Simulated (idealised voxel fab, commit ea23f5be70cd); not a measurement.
voxel air gaps: a process module
Section shown: cut. Width: 300 nm. Cell size: 5 nm, square.
The cross-sections in this document take the form of a grid made of square cells. They are written out as bands, in order from top to bottom. Each band consists of one or more rows of cells.
In this notation a band is specified by the heights of its top and bottom, in that order and in nm, after which its materials appear from left to right, each paired with its width in nm. The word "everywhere" attached to a single material means that material fills the band from edge to edge; the word "air" stands for empty space.
Heights are expressed relative to 0, this being the level below which the as-received wafer comprises one material exclusively. The lowest band is unbounded in the downward direction and is denoted as in "top 0, no bottom".
When a width is written as two numbers, as in "30..40", the first number is the width in the top row of cells of the band and the second is the width in its bottom row, and the width changes by the same amount from each row to the next.
Given "remained the same" for a step, no cell of the cross-section differs between before and after that step.
Empty spaces counting at least 8 cells and having no open way to the top are listed in "Closed void inventory". The notation width x height at distance is used for each, the distance being from the left edge and all three values in nm.
after a step's settings: what the simulator itself notes on the step
The optional step-line setting "overlay nm" applies to steps with a mask and quantifies how far to the right of its planned location the mask lay, a negative value indicating leftward placement.
### The process steps that were planned are listed below
1 RECEIVE with material Si
2 CONFORMAL_DEP with material SiO2, thk nm 10
3 CONFORMAL_DEP with material SiN, thk nm 5
4 DIRECTIONAL_DEP with material SiO2, thk nm 40
5 MASKED_ETCH with tone open, mask id LINES, width nm 20, pitch nm 45, etch materials SiO2, depth nm 40, overlay nm 0
6 CONFORMAL_DEP with material TiN, thk nm 5
7 FILL_DEP with material W, thk nm 10
8 CMP with height nm 55
9 EPI with material Ru, thk nm 10
10 SELECTIVE_ETCH with etch materials SiO2, depth nm 50
11 CONFORMAL_DEP with material SiN, thk nm 5
### first wafer, as planned
### Wafer as received: cross-section following step 1
- top 0, no bottom = Si everywhere
- Closed void inventory: none
### Sectional view: wafer, after step 2
- top 10, bottom 0 = SiO2 everywhere
- Nothing below the height 0 has changed.
### Sectional view: wafer, after step 3
- top 15, bottom 10 = SiN everywhere
- Nothing below the height 10 has changed.
### Sectional view: wafer, after step 4
- top 55, bottom 15 = SiO2 everywhere
- Nothing below the height 15 has changed.
### Sectional view: wafer, after step 5
- top 55, bottom 15 = SiO2 70 nm, then air 20 nm, then SiO2 25 nm, then air 20 nm, then SiO2 25 nm, then air 20 nm, then SiO2 25 nm, then air 20 nm, then SiO2 75 nm
- Nothing below the height 15 has changed.
### Sectional view: wafer, after step 6
- top 60, bottom 55 = TiN 75 nm, then air 10 nm, then TiN 35 nm, then air 10 nm, then TiN 35 nm, then air 10 nm, then TiN 35 nm, then air 10 nm, then TiN 80 nm
- top 55, bottom 20 = SiO2 70 nm, then TiN 5 nm, then air 10 nm, then TiN 5 nm, then SiO2 25 nm, then TiN 5 nm, then air 10 nm, then TiN 5 nm, then SiO2 25 nm, then TiN 5 nm, then air 10 nm, then TiN 5 nm, then SiO2 25 nm, then TiN 5 nm, then air 10 nm, then TiN 5 nm, then SiO2 75 nm
- top 20, bottom 15 = SiO2 70 nm, then TiN 20 nm, then SiO2 25 nm, then TiN 20 nm, then SiO2 25 nm, then TiN 20 nm, then SiO2 25 nm, then TiN 20 nm, then SiO2 75 nm
- Nothing below the height 15 has changed.
### Sectional view: wafer, after step 7
- top 70, bottom 60 = W everywhere
- top 60, bottom 55 = TiN 75 nm, then W 10 nm, then TiN 35 nm, then W 10 nm, then TiN 35 nm, then W 10 nm, then TiN 35 nm, then W 10 nm, then TiN 80 nm
- top 55, bottom 20 = SiO2 70 nm, then TiN 5 nm, then W 10 nm, then TiN 5 nm, then SiO2 25 nm, then TiN 5 nm, then W 10 nm, then TiN 5 nm, then SiO2 25 nm, then TiN 5 nm, then W 10 nm, then TiN 5 nm, then SiO2 25 nm, then TiN 5 nm, then W 10 nm, then TiN 5 nm, then SiO2 75 nm
- Nothing below the height 20 has changed.
### Sectional view: wafer, after step 8
- top 55, bottom 20 = SiO2 70 nm, then TiN 5 nm, then W 10 nm, then TiN 5 nm, then SiO2 25 nm, then TiN 5 nm, then W 10 nm, then TiN 5 nm, then SiO2 25 nm, then TiN 5 nm, then W 10 nm, then TiN 5 nm, then SiO2 25 nm, then TiN 5 nm, then W 10 nm, then TiN 5 nm, then SiO2 75 nm
- Nothing below the height 20 has changed.
### Sectional view: wafer, after step 9
- top 65, bottom 55 = air 60 nm, then Ru 40 nm, then air 5 nm, then Ru 40 nm, then air 5 nm, then Ru 40 nm, then air 5 nm, then Ru 40 nm, then air 65 nm
- Nothing below the height 55 has changed.
### Sectional view: wafer, after step 10
- top 65, bottom 55 = air 60 nm, then Ru 40 nm, then air 5 nm, then Ru 40 nm, then air 5 nm, then Ru 40 nm, then air 5 nm, then Ru 40 nm, then air 65 nm
- top 55, bottom 20 = air 70 nm, then TiN 5 nm, then W 10 nm, then TiN 5 nm, then air 25 nm, then TiN 5 nm, then W 10 nm, then TiN 5 nm, then air 25 nm, then TiN 5 nm, then W 10 nm, then TiN 5 nm, then air 25 nm, then TiN 5 nm, then W 10 nm, then TiN 5 nm, then air 75 nm
- top 20, bottom 15 = air 70 nm, then TiN 20 nm, then air 25 nm, then TiN 20 nm, then air 25 nm, then TiN 20 nm, then air 25 nm, then TiN 20 nm, then air 75 nm
- Nothing below the height 15 has changed.
### Sectional view: wafer, after step 11
- top 70, bottom 65 = air 55 nm, then SiN 185 nm, then air 60 nm
- top 65, bottom 55 = air 55 nm, then SiN 5 nm, then Ru 40 nm, then SiN 5 nm, then Ru 40 nm, then SiN 5 nm, then Ru 40 nm, then SiN 5 nm, then Ru 40 nm, then SiN 5 nm, then air 60 nm
- top 55, bottom 50 = air 55 nm, then SiN 15 nm, then TiN 5 nm, then W 10 nm, then TiN 5 nm, then SiN 25 nm, then TiN 5 nm, then W 10 nm, then TiN 5 nm, then SiN 25 nm, then TiN 5 nm, then W 10 nm, then TiN 5 nm, then SiN 25 nm, then TiN 5 nm, then W 10 nm, then TiN 5 nm, then SiN 15 nm, then air 60 nm
- top 50, bottom 20 = air 65 nm, then SiN 5 nm, then TiN 5 nm, then W 10 nm, then TiN 5 nm, then SiN 5 nm, then air 15 nm, then SiN 5 nm, then TiN 5 nm, then W 10 nm, then TiN 5 nm, then SiN 5 nm, then air 15 nm, then SiN 5 nm, then TiN 5 nm, then W 10 nm, then TiN 5 nm, then SiN 5 nm, then air 15 nm, then SiN 5 nm, then TiN 5 nm, then W 10 nm, then TiN 5 nm, then SiN 5 nm, then air 70 nm
- top 20, bottom 15 = SiN 70 nm, then TiN 20 nm, then SiN 25 nm, then TiN 20 nm, then SiN 25 nm, then TiN 20 nm, then SiN 25 nm, then TiN 20 nm, then SiN 75 nm
- Nothing below the height 15 has changed.
- Closed void inventory: 15 x 30 at 95; 15 x 30 at 140; 15 x 30 at 185
### The Second Wafer: Common Origin and Plan, One Mistake in Execution, Identical to the First Through Step 8
### Second wafer cross-section, taken as of the time the plan sets for step 9 to be done
- top 55, bottom 20 = air 70 nm, then TiN 5 nm, then W 10 nm, then TiN 5 nm, then air 25 nm, then TiN 5 nm, then W 10 nm, then TiN 5 nm, then air 25 nm, then TiN 5 nm, then W 10 nm, then TiN 5 nm, then air 25 nm, then TiN 5 nm, then W 10 nm, then TiN 5 nm, then air 75 nm
- top 20, bottom 15 = air 70 nm, then TiN 20 nm, then air 25 nm, then TiN 20 nm, then air 25 nm, then TiN 20 nm, then air 25 nm, then TiN 20 nm, then air 75 nm
- Nothing below the height 15 has changed.
### Second wafer cross-section, taken as of the time the plan sets for step 10 to be done
- top 65, bottom 55 = air 60 nm, then Ru 40 nm, then air 5 nm, then Ru 40 nm, then air 5 nm, then Ru 40 nm, then air 5 nm, then Ru 40 nm, then air 65 nm
- top 55, bottom 20 = air 60 nm, then Ru 10 nm, then TiN 5 nm, then W 10 nm, then TiN 5 nm, then Ru 10 nm, then air 5 nm, then Ru 10 nm, then TiN 5 nm, then W 10 nm, then TiN 5 nm, then Ru 10 nm, then air 5 nm, then Ru 10 nm, then TiN 5 nm, then W 10 nm, then TiN 5 nm, then Ru 10 nm, then air 5 nm, then Ru 10 nm, then TiN 5 nm, then W 10 nm, then TiN 5 nm, then Ru 10 nm, then air 65 nm
- top 20, bottom 15 = air 60 nm, then Ru 10 nm, then TiN 20 nm, then Ru 10 nm, then air 5 nm, then Ru 10 nm, then TiN 20 nm, then Ru 10 nm, then air 5 nm, then Ru 10 nm, then TiN 20 nm, then Ru 10 nm, then air 5 nm, then Ru 10 nm, then TiN 20 nm, then Ru 10 nm, then air 65 nm
- Nothing below the height 15 has changed.
### Second wafer cross-section, taken as of the time the plan sets for step 11 to be done
- top 70, bottom 65 = air 55 nm, then SiN 185 nm, then air 60 nm
- top 65, bottom 55 = air 55 nm, then SiN 5 nm, then Ru 40 nm, then SiN 5 nm, then Ru 40 nm, then SiN 5 nm, then Ru 40 nm, then SiN 5 nm, then Ru 40 nm, then SiN 5 nm, then air 60 nm
- top 55, bottom 20 = air 55 nm, then SiN 5 nm, then Ru 10 nm, then TiN 5 nm, then W 10 nm, then TiN 5 nm, then Ru 10 nm, then SiN 5 nm, then Ru 10 nm, then TiN 5 nm, then W 10 nm, then TiN 5 nm, then Ru 10 nm, then SiN 5 nm, then Ru 10 nm, then TiN 5 nm, then W 10 nm, then TiN 5 nm, then Ru 10 nm, then SiN 5 nm, then Ru 10 nm, then TiN 5 nm, then W 10 nm, then TiN 5 nm, then Ru 10 nm, then SiN 5 nm, then air 60 nm
- top 20, bottom 15 = SiN 60 nm, then Ru 10 nm, then TiN 20 nm, then Ru 10 nm, then SiN 5 nm, then Ru 10 nm, then TiN 20 nm, then Ru 10 nm, then SiN 5 nm, then Ru 10 nm, then TiN 20 nm, then Ru 10 nm, then SiN 5 nm, then Ru 10 nm, then TiN 20 nm, then Ru 10 nm, then SiN 65 nm
- Nothing below the height 15 has changed.
Error vs. plan: the executed order of steps 9 and 10 is the reverse of that specified in the plan, each step having taken the other's position
End check, counted in cells, second wafer has more or fewer of these materials than the first: 128 more of Ru, 50 fewer of SiN
On completion, 0 closed voids are found in the second wafer, whereas the first wafer has 3.
